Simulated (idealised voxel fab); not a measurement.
voxel wiring stack: a process module
Cross-section cut: width 140 nm, square cells of 5 nm.
Heads up, the way a cross-section reads in here is a grid of square cells, handed over as bands from the top down, with every band being one or more rows of cells.
Band: top height; bottom height; in nm. Then, left to right: material with width in nm, for each material. "full width": a single material spanning edge to edge. "blank": empty space.
For the purposes of this specification, 0 denotes the height below which the wafer in its as-received condition is composed wholly of one material, and the lowermost band, lacking a lower limit, extends downward without end, as expressed in "0 -> down".
Graded width ("30..40"): value in top row of band = first number; value in bottom row = second number; row-to-row change constant.
A step reported as "no alterations made" is a step in which no cell of the cross-section changed.
Any empty space of 8 cells or more lacking an open way to the top shows up in "Trapped void list" as width x height at distance, distance from the left edge, in nm.
What comes after the settings on a step's line is commentary from the simulator itself on that step.
overlay nm: how far to the right of its planned place the mask lay on this masked step (negative: to the left).

Plan:
- 1: RECEIVE | material Si
- 2: CONFORMAL_DEP | material SiO2 | thk nm 10
- 3: DIRECTIONAL_DEP | material TiN | thk nm 5
- 4: DIRECTIONAL_DEP | material W | thk nm 20
- 5: PATTERN | tone cover | mask id METAL_1 | material resist | width nm 25 | pitch nm 55 | thk nm 15 | overlay nm 0
- 6: DIRECTIONAL_ETCH | etch materials W | depth nm 20
- 7: DIRECTIONAL_ETCH | etch materials TiN | depth nm 5
- 8: STRIP | etch materials resist
- 9: CONFORMAL_DEP | material SiCN | thk nm 5
- 10: FILL_DEP | material lowk | thk nm 5
- 11: CMP | height nm 35
- 12: CONFORMAL_DEP | material SiCN | thk nm 5
- 13: DIRECTIONAL_DEP | material lowk | thk nm 20
- 14: PATTERN | tone open | mask id PLUG_1 | material resist | width nm 15 | pitch nm 55 | thk nm 15 | overlay nm 0
- 15: DIRECTIONAL_ETCH | etch materials lowk | depth nm 20
- 16: DIRECTIONAL_ETCH | etch materials SiCN | depth nm 5
- 17: STRIP | etch materials resist
- 18: CONFORMAL_DEP | material TiN | thk nm 5
- 19: FILL_DEP | material Cu | thk nm 5
- 20: CMP | height nm 60
- 21: DIRECTIONAL_DEP | material TiN | thk nm 5
- 22: DIRECTIONAL_DEP | material Ru | thk nm 20
- 23: PATTERN | tone cover | mask id METAL_2 | material resist | width nm 25 | pitch nm 55 | thk nm 20 | overlay nm 0
- 24: DIRECTIONAL_ETCH | etch materials Ru | depth nm 20
- 25: DIRECTIONAL_ETCH | etch materials TiN | depth nm 5
- 26: STRIP | etch materials resist
- 27: CONFORMAL_DEP | material SiCN | thk nm 5
- 28: FILL_DEP | material SiO2 | thk nm 10
- 29: CMP | height nm 85
- 30: CONFORMAL_DEP | material SiCN | thk nm 5
- 31: DIRECTIONAL_DEP | material lowk | thk nm 35
- 32: DIRECTIONAL_DEP | material aC | thk nm 10
- 33: PATTERN | tone open | mask id METAL_3_HOLES | material resist | width nm 15 | thk nm 25 | overlay nm 0
- 34: DIRECTIONAL_ETCH | etch materials aC | depth nm 10
- 35: STRIP | etch materials resist
- 36: DIRECTIONAL_ETCH | etch materials lowk | depth nm 35
- 37: STRIP | etch materials aC
- 38: PATTERN | tone open | mask id METAL_3 | material resist | width nm 25 | pitch nm 55 | thk nm 15 | overlay nm 0
- 39: DIRECTIONAL_ETCH | etch materials lowk | depth nm 20
- 40: DIRECTIONAL_ETCH | etch materials SiCN | depth nm 5
- 41: STRIP | etch materials resist
- 42: CONFORMAL_DEP | material TiN | thk nm 5
- 43: FILL_DEP | material Cu | thk nm 10
- 44: CMP | height nm 125
- 45: CONFORMAL_DEP | material SiCN | thk nm 5

What follows covers the first of two wafers; it ran as planned:

Shown in cross-section is the wafer as received, that is, as it stands after step 1:
    0 -> down = Si full width
    Trapped void list: none

The wafer in cross-section once step 2 is complete:
    10 -> 0 = SiO2 full width
    Unchanged below 0.

The wafer in cross-section once step 3 is complete:
    15 -> 10 = TiN full width
    Unchanged below 10.

The wafer in cross-section once step 4 is complete:
    35 -> 15 = W full width
    Unchanged below 15.

The wafer in cross-section once step 5 is complete:
    50 -> 35 = blank=30  resist=25  blank=30  resist=25  blank=30
    Unchanged below 35.

The wafer in cross-section once step 6 is complete:
    50 -> 35 = blank=30  resist=25  blank=30  resist=25  blank=30
    35 -> 15 = blank=30  W=25  blank=30  W=25  blank=30
    Unchanged below 15.

The wafer in cross-section once step 7 is complete:
    50 -> 35 = blank=30  resist=25  blank=30  resist=25  blank=30
    35 -> 15 = blank=30  W=25  blank=30  W=25  blank=30
    15 -> 10 = blank=30  TiN=25  blank=30  TiN=25  blank=30
    Unchanged below 10.

The wafer in cross-section once step 8 is complete:
    35 -> 15 = blank=30  W=25  blank=30  W=25  blank=30
    Unchanged below 15.

The wafer in cross-section once step 9 is complete:
    40 -> 35 = blank=25  SiCN=35  blank=20  SiCN=35  blank=25
    35 -> 15 = blank=25  SiCN=5  W=25  SiCN=5  blank=20  SiCN=5  W=25  SiCN=5  blank=25
    15 -> 10 = SiCN=30  TiN=25  SiCN=30  TiN=25  SiCN=30
    Unchanged below 10.

The wafer in cross-section once step 10 is complete:
    45 -> 40 = lowk full width
    40 -> 35 = lowk=25  SiCN=35  lowk=20  SiCN=35  lowk=25
    35 -> 15 = lowk=25  SiCN=5  W=25  SiCN=5  lowk=20  SiCN=5  W=25  SiCN=5  lowk=25
    Unchanged below 15.

The wafer in cross-section once step 11 is complete:
    35 -> 15 = lowk=25  SiCN=5  W=25  SiCN=5  lowk=20  SiCN=5  W=25  SiCN=5  lowk=25
    Unchanged below 15.

The wafer in cross-section once step 12 is complete:
    40 -> 35 = SiCN full width
    Unchanged below 35.

The wafer in cross-section once step 13 is complete:
    60 -> 40 = lowk full width
    Unchanged below 40.

The wafer in cross-section once step 14 is complete:
    75 -> 60 = resist=30  blank=15  resist=40  blank=15  resist=40
    Unchanged below 60.

The wafer in cross-section once step 15 is complete:
    75 -> 60 = resist=30  blank=15  resist=40  blank=15  resist=40
    60 -> 40 = lowk=30  blank=15  lowk=40  blank=15  lowk=40
    Unchanged below 40.

The wafer in cross-section once step 16 is complete:
    75 -> 60 = resist=30  blank=15  resist=40  blank=15  resist=40
    60 -> 40 = lowk=30  blank=15  lowk=40  blank=15  lowk=40
    40 -> 35 = SiCN=30  blank=15  SiCN=40  blank=15  SiCN=40
    Unchanged below 35.

The wafer in cross-section once step 17 is complete:
    60 -> 40 = lowk=30  blank=15  lowk=40  blank=15  lowk=40
    Unchanged below 40.

The wafer in cross-section once step 18 is complete:
    65 -> 60 = TiN=35  blank=5  TiN=50  blank=5  TiN=45
    60 -> 40 = lowk=30  TiN=5  blank=5  TiN=5  lowk=40  TiN=5  blank=5  TiN=5  lowk=40
    40 -> 35 = SiCN=30  TiN=15  SiCN=40  TiN=15  SiCN=40
    Unchanged below 35.

The wafer in cross-section once step 19 is complete:
    70 -> 65 = Cu full width
    65 -> 60 = TiN=35  Cu=5  TiN=50  Cu=5  TiN=45
    60 -> 40 = lowk=30  TiN=5  Cu=5  TiN=5  lowk=40  TiN=5  Cu=5  TiN=5  lowk=40
    Unchanged below 40.

The wafer in cross-section once step 20 is complete:
    60 -> 40 = lowk=30  TiN=5  Cu=5  TiN=5  lowk=40  TiN=5  Cu=5  TiN=5  lowk=40
    Unchanged below 40.

The wafer in cross-section once step 21 is complete:
    65 -> 60 = TiN full width
    Unchanged below 60.

The wafer in cross-section once step 22 is complete:
    85 -> 65 = Ru full width
    Unchanged below 65.

The wafer in cross-section once step 23 is complete:
    105 -> 85 = blank=30  resist=25  blank=30  resist=25  blank=30
    Unchanged below 85.

The wafer in cross-section once step 24 is complete:
    105 -> 85 = blank=30  resist=25  blank=30  resist=25  blank=30
    85 -> 65 = blank=30  Ru=25  blank=30  Ru=25  blank=30
    Unchanged below 65.

The wafer in cross-section once step 25 is complete:
    105 -> 85 = blank=30  resist=25  blank=30  resist=25  blank=30
    85 -> 65 = blank=30  Ru=25  blank=30  Ru=25  blank=30
    65 -> 60 = blank=30  TiN=25  blank=30  TiN=25  blank=30
    Unchanged below 60.

The wafer in cross-section once step 26 is complete:
    85 -> 65 = blank=30  Ru=25  blank=30  Ru=25  blank=30
    Unchanged below 65.

The wafer in cross-section once step 27 is complete:
    90 -> 85 = blank=25  SiCN=35  blank=20  SiCN=35  blank=25
    85 -> 65 = blank=25  SiCN=5  Ru=25  SiCN=5  blank=20  SiCN=5  Ru=25  SiCN=5  blank=25
    65 -> 60 = SiCN=30  TiN=25  SiCN=30  TiN=25  SiCN=30
    Unchanged below 60.

The wafer in cross-section once step 28 is complete:
    100 -> 90 = SiO2 full width
    90 -> 85 = SiO2=25  SiCN=35  SiO2=20  SiCN=35  SiO2=25
    85 -> 65 = SiO2=25  SiCN=5  Ru=25  SiCN=5  SiO2=20  SiCN=5  Ru=25  SiCN=5  SiO2=25
    Unchanged below 65.

The wafer in cross-section once step 29 is complete:
    85 -> 65 = SiO2=25  SiCN=5  Ru=25  SiCN=5  SiO2=20  SiCN=5  Ru=25  SiCN=5  SiO2=25
    Unchanged below 65.

The wafer in cross-section once step 30 is complete:
    90 -> 85 = SiCN full width
    Unchanged below 85.

The wafer in cross-section once step 31 is complete:
    125 -> 90 = lowk full width
    Unchanged below 90.

The wafer in cross-section once step 32 is complete:
    135 -> 125 = aC full width
    Unchanged below 125.

The wafer in cross-section once step 33 is complete:
    160 -> 135 = resist=30  blank=15  resist=95
    Unchanged below 135.

The wafer in cross-section once step 34 is complete:
    150 -> 135 = resist=30  blank=15  resist=95
    135 -> 125 = aC=30  blank=15  aC=95
    Unchanged below 125.

The wafer in cross-section once step 35 is complete:
    135 -> 125 = aC=30  blank=15  aC=95
    Unchanged below 125.

The wafer in cross-section once step 36 is complete:
    135 -> 125 = aC=30  blank=15  aC=95
    125 -> 90 = lowk=30  blank=15  lowk=95
    Unchanged below 90.

The wafer in cross-section once step 37 is complete:
    125 -> 90 = lowk=30  blank=15  lowk=95
    Unchanged below 90.

The wafer in cross-section once step 38 is complete:
    140 -> 125 = resist=30  blank=25  resist=30  blank=25  resist=30
    Unchanged below 125.

The wafer in cross-section once step 39 is complete:
    140 -> 125 = resist=30  blank=25  resist=30  blank=25  resist=30
    125 -> 105 = lowk=30  blank=25  lowk=30  blank=25  lowk=30
    Unchanged below 105.

The wafer in cross-section once step 40 is complete:
    140 -> 125 = resist=30  blank=25  resist=30  blank=25  resist=30
    125 -> 105 = lowk=30  blank=25  lowk=30  blank=25  lowk=30
    105 -> 90 = lowk=30  blank=15  lowk=95
    90 -> 85 = SiCN=30  blank=15  SiCN=95
    Unchanged below 85.

The wafer in cross-section once step 41 is complete:
    125 -> 105 = lowk=30  blank=25  lowk=30  blank=25  lowk=30
    Unchanged below 105.

The wafer in cross-section once step 42 is complete:
    130 -> 125 = TiN=35  blank=15  TiN=40  blank=15  TiN=35
    125 -> 110 = lowk=30  TiN=5  blank=15  TiN=5  lowk=30  TiN=5  blank=15  TiN=5  lowk=30
    110 -> 105 = lowk=30  TiN=5  blank=5  TiN=15  lowk=30  TiN=25  lowk=30
    105 -> 90 = lowk=30  TiN=5  blank=5  TiN=5  lowk=95
    90 -> 85 = SiCN=30  TiN=15  SiCN=95
    Unchanged below 85.

The wafer in cross-section once step 43 is complete:
    140 -> 130 = Cu full width
    130 -> 125 = TiN=35  Cu=15  TiN=40  Cu=15  TiN=35
    125 -> 110 = lowk=30  TiN=5  Cu=15  TiN=5  lowk=30  TiN=5  Cu=15  TiN=5  lowk=30
    110 -> 105 = lowk=30  TiN=5  Cu=5  TiN=15  lowk=30  TiN=25  lowk=30
    105 -> 90 = lowk=30  TiN=5  Cu=5  TiN=5  lowk=95
    Unchanged below 90.

The wafer in cross-section once step 44 is complete:
    125 -> 110 = lowk=30  TiN=5  Cu=15  TiN=5  lowk=30  TiN=5  Cu=15  TiN=5  lowk=30
    Unchanged below 110.

The wafer in cross-section once step 45 is complete:
    130 -> 125 = SiCN full width
    Unchanged below 125.

Second wafer - shared start and plan with the first - one error in running - same as the first up to step 22 inclusive:

Second wafer, cross-section, planned end of step 23:
    105 -> 85 = blank=25  resist=25  blank=30  resist=25  blank=35
    Unchanged below 85.

Second wafer, cross-section, planned end of step 24:
    105 -> 85 = blank=25  resist=25  blank=30  resist=25  blank=35
    85 -> 65 = blank=25  Ru=25  blank=30  Ru=25  blank=35
    Unchanged below 65.

Second wafer, cross-section, planned end of step 25:
    105 -> 85 = blank=25  resist=25  blank=30  resist=25  blank=35
    85 -> 65 = blank=25  Ru=25  blank=30  Ru=25  blank=35
    65 -> 60 = blank=25  TiN=25  blank=30  TiN=25  blank=35
    Unchanged below 60.

Second wafer, cross-section, planned end of step 26:
    85 -> 65 = blank=25  Ru=25  blank=30  Ru=25  blank=35
    Unchanged below 65.

Second wafer, cross-section, planned end of step 27:
    90 -> 85 = blank=20  SiCN=35  blank=20  SiCN=35  blank=30
    85 -> 65 = blank=20  SiCN=5  Ru=25  SiCN=5  blank=20  SiCN=5  Ru=25  SiCN=5  blank=30
    65 -> 60 = SiCN=25  TiN=25  SiCN=30  TiN=25  SiCN=35
    Unchanged below 60.

Second wafer, cross-section, planned end of step 28:
    100 -> 90 = SiO2 full width
    90 -> 85 = SiO2=20  SiCN=35  SiO2=20  SiCN=35  SiO2=30
    85 -> 65 = SiO2=20  SiCN=5  Ru=25  SiCN=5  SiO2=20  SiCN=5  Ru=25  SiCN=5  SiO2=30
    Unchanged below 65.

Second wafer, cross-section, planned end of step 29:
    85 -> 65 = SiO2=20  SiCN=5  Ru=25  SiCN=5  SiO2=20  SiCN=5  Ru=25  SiCN=5  SiO2=30
    Unchanged below 65.

Second wafer, cross-section, planned end of step 30:
    90 -> 85 = SiCN full width
    Unchanged below 85.

Second wafer, cross-section, planned end of step 31:
    125 -> 90 = lowk full width
    Unchanged below 90.

Second wafer, cross-section, planned end of step 32:
    135 -> 125 = aC full width
    Unchanged below 125.

Second wafer, cross-section, planned end of step 33:
    160 -> 135 = resist=30  blank=15  resist=95
    Unchanged below 135.

Second wafer, cross-section, planned end of step 34:
    150 -> 135 = resist=30  blank=15  resist=95
    135 -> 125 = aC=30  blank=15  aC=95
    Unchanged below 125.

Second wafer, cross-section, planned end of step 35:
    135 -> 125 = aC=30  blank=15  aC=95
    Unchanged below 125.

Second wafer, cross-section, planned end of step 36:
    135 -> 125 = aC=30  blank=15  aC=95
    125 -> 90 = lowk=30  blank=15  lowk=95
    Unchanged below 90.

Second wafer, cross-section, planned end of step 37:
    125 -> 90 = lowk=30  blank=15  lowk=95
    Unchanged below 90.

Second wafer, cross-section, planned end of step 38:
    140 -> 125 = resist=30  blank=25  resist=30  blank=25  resist=30
    Unchanged below 125.

Second wafer, cross-section, planned end of step 39:
    140 -> 125 = resist=30  blank=25  resist=30  blank=25  resist=30
    125 -> 105 = lowk=30  blank=25  lowk=30  blank=25  lowk=30
    Unchanged below 105.

Second wafer, cross-section, planned end of step 40:
    140 -> 125 = resist=30  blank=25  resist=30  blank=25  resist=30
    125 -> 105 = lowk=30  blank=25  lowk=30  blank=25  lowk=30
    105 -> 90 = lowk=30  blank=15  lowk=95
    90 -> 85 = SiCN=30  blank=15  SiCN=95
    Unchanged below 85.

Second wafer, cross-section, planned end of step 41:
    125 -> 105 = lowk=30  blank=25  lowk=30  blank=25  lowk=30
    Unchanged below 105.

Second wafer, cross-section, planned end of step 42:
    130 -> 125 = TiN=35  blank=15  TiN=40  blank=15  TiN=35
    125 -> 110 = lowk=30  TiN=5  blank=15  TiN=5  lowk=30  TiN=5  blank=15  TiN=5  lowk=30
    110 -> 105 = lowk=30  TiN=5  blank=5  TiN=15  lowk=30  TiN=25  lowk=30
    105 -> 90 = lowk=30  TiN=5  blank=5  TiN=5  lowk=95
    90 -> 85 = SiCN=30  TiN=15  SiCN=95
    Unchanged below 85.

Second wafer, cross-section, planned end of step 43:
    140 -> 130 = Cu full width
    130 -> 125 = TiN=35  Cu=15  TiN=40  Cu=15  TiN=35
    125 -> 110 = lowk=30  TiN=5  Cu=15  TiN=5  lowk=30  TiN=5  Cu=15  TiN=5  lowk=30
    110 -> 105 = lowk=30  TiN=5  Cu=5  TiN=15  lowk=30  TiN=25  lowk=30
    105 -> 90 = lowk=30  TiN=5  Cu=5  TiN=5  lowk=95
    Unchanged below 90.

Second wafer, cross-section, planned end of step 44:
    125 -> 110 = lowk=30  TiN=5  Cu=15  TiN=5  lowk=30  TiN=5  Cu=15  TiN=5  lowk=30
    Unchanged below 110.

Second wafer, cross-section, planned end of step 45:
    130 -> 125 = SiCN full width
    Unchanged below 125.
What was done differently from what was planned? rather than as planned, step 23 actually ran as PATTERN | tone cover | mask id METAL_2 | material resist | width nm 25 | pitch nm 55 | thk nm 20 | overlay nm -5
When the process is done, the second wafer contains the same cell count of every material as the first wafer, but distributed over other locations.
